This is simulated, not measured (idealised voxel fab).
voxel air gaps: a process module
Pictured: cross-section cut, 265 nm wide, on a grid of 5 nm square cells.
This document writes a cross-section as a grid whose cells are square, and gives it as bands, listed from the top down; one or more rows of cells form a band. Band entry format. Leading values: height of top, height of bottom, nm. Remainder: materials in left-to-right order, each with its width in nm. Special words: "throughout" on a single material, which then fills the band edge to edge; "blank", empty space. Heights from 0 (as-received wafer is one material below). Bottom band endless downward, as "0..down". The two numbers in a width such as "30..40" mark its ends across the band: the first belongs to the top row of cells, the second to the bottom row, and from each row to the next the width moves by the same amount. "nothing was modified" after a step means that no cell of the cross-section changed. Look at "Closed voids list" for the closed voids: empty spaces with no open path to the top, sized 8 cells or up. Each is width x height at distance, distance from the left edge, all nm. On each step's line, the part that comes after the settings is the simulator's own comment on the step. A step line may carry the setting "overlay nm", which, for steps involving a mask, states the distance by which the mask lay to the right of its intended position; negative values denote displacement to the left.

# Below is the list of planned process steps
- 1: RECEIVE [material Si]
- 2: CONFORMAL_DEP [material SiO2] [thk nm 10]
- 3: CONFORMAL_DEP [material SiN] [thk nm 5]
- 4: DIRECTIONAL_DEP [material lowk] [thk nm 20]
- 5: PATTERN [tone open] [mask id LINES] [material resist] [width nm 25] [pitch nm 50] [thk nm 15] [overlay nm 0]
- 6: DIRECTIONAL_ETCH [etch materials lowk] [depth nm 30]
- 7: STRIP [etch materials resist]
- 8: CONFORMAL_DEP [material TiN] [thk nm 5]
- 9: FILL_DEP [material Ru] [thk nm 10]
- 10: CMP [height nm 45]
- 11: EPI [material Ru] [thk nm 10]
- 12: SELECTIVE_ETCH [etch materials lowk] [depth nm 40]
- 13: CONFORMAL_DEP [material SiCN] [thk nm 5]
Across this set of wafers, the varied parameter is the thk nm of step 4. Starting conditions are identical for every wafer, and the plan reports the value assigned to the first wafer.

# As received, i.e. after step 1: cross-section through the first of several wafers
> 0..down  Si throughout
> Closed voids list: none

# Depicted here is the first of several wafers in cross-section, at module completion following the last step, step 13
> 60..55  SiCN throughout
> 55..40  Ru throughout
> 40..35  TiN (50), Ru (15), TiN (35), Ru (15), TiN (35), Ru (15), TiN (35), Ru (15), TiN (50)
> 35..20  lowk (45), TiN (5), Ru (15), TiN (5), lowk (25), TiN (5), Ru (15), TiN (5), lowk (25), TiN (5), Ru (15), TiN (5), lowk (25), TiN (5), Ru (15), TiN (5), lowk (45)
> 20..15  lowk (45), TiN (25), lowk (25), TiN (25), lowk (25), TiN (25), lowk (25), TiN (25), lowk (45)
> 15..10  SiN throughout
> 10..0  SiO2 throughout
> 0..down  Si throughout
> Closed voids list: none

# The final wafer, sectioned at module end
> 60..55  blank (30), SiCN (205), blank (30)
> 55..45  blank (30), SiCN (5), Ru (45), SiCN (5), Ru (45), SiCN (5), Ru (45), SiCN (5), Ru (45), SiCN (5), blank (30)
> 45..40  blank (30), SiCN (15), TiN (5), Ru (15), TiN (5), SiCN (25), TiN (5), Ru (15), TiN (5), SiCN (25), TiN (5), Ru (15), TiN (5), SiCN (25), TiN (5), Ru (15), TiN (5), SiCN (15), blank (30)
> 40..20  blank (40), SiCN (5), TiN (5), Ru (15), TiN (5), SiCN (5), blank (15), SiCN (5), TiN (5), Ru (15), TiN (5), SiCN (5), blank (15), SiCN (5), TiN (5), Ru (15), TiN (5), SiCN (5), blank (15), SiCN (5), TiN (5), Ru (15), TiN (5), SiCN (5), blank (40)
> 20..15  SiCN (45), TiN (25), SiCN (25), TiN (25), SiCN (25), TiN (25), SiCN (25), TiN (25), SiCN (45)
> 15..10  SiN throughout
> 10..0  SiO2 throughout
> 0..down  Si throughout
> Closed voids list: 15 x 20 at 75; 15 x 20 at 125; 15 x 20 at 175

# Below: a row per wafer. Contents at end of module: for every material, cells gained since receipt (+) or lost since receipt (-); then closed voids
thk nm 20 | +207 Ru | +53 SiCN | +53 SiN | +106 SiO2 | +85 TiN | +132 lowk | Closed voids list: none
thk nm 25 | +166 Ru | +53 SiCN | +53 SiN | +106 SiO2 | +93 TiN | +165 lowk | Closed voids list: none
thk nm 30 | +132 Ru | +137 SiCN | +53 SiN | +106 SiO2 | +60 TiN | Closed voids list: 15 x 20 at 75; 15 x 20 at 125; 15 x 20 at 175
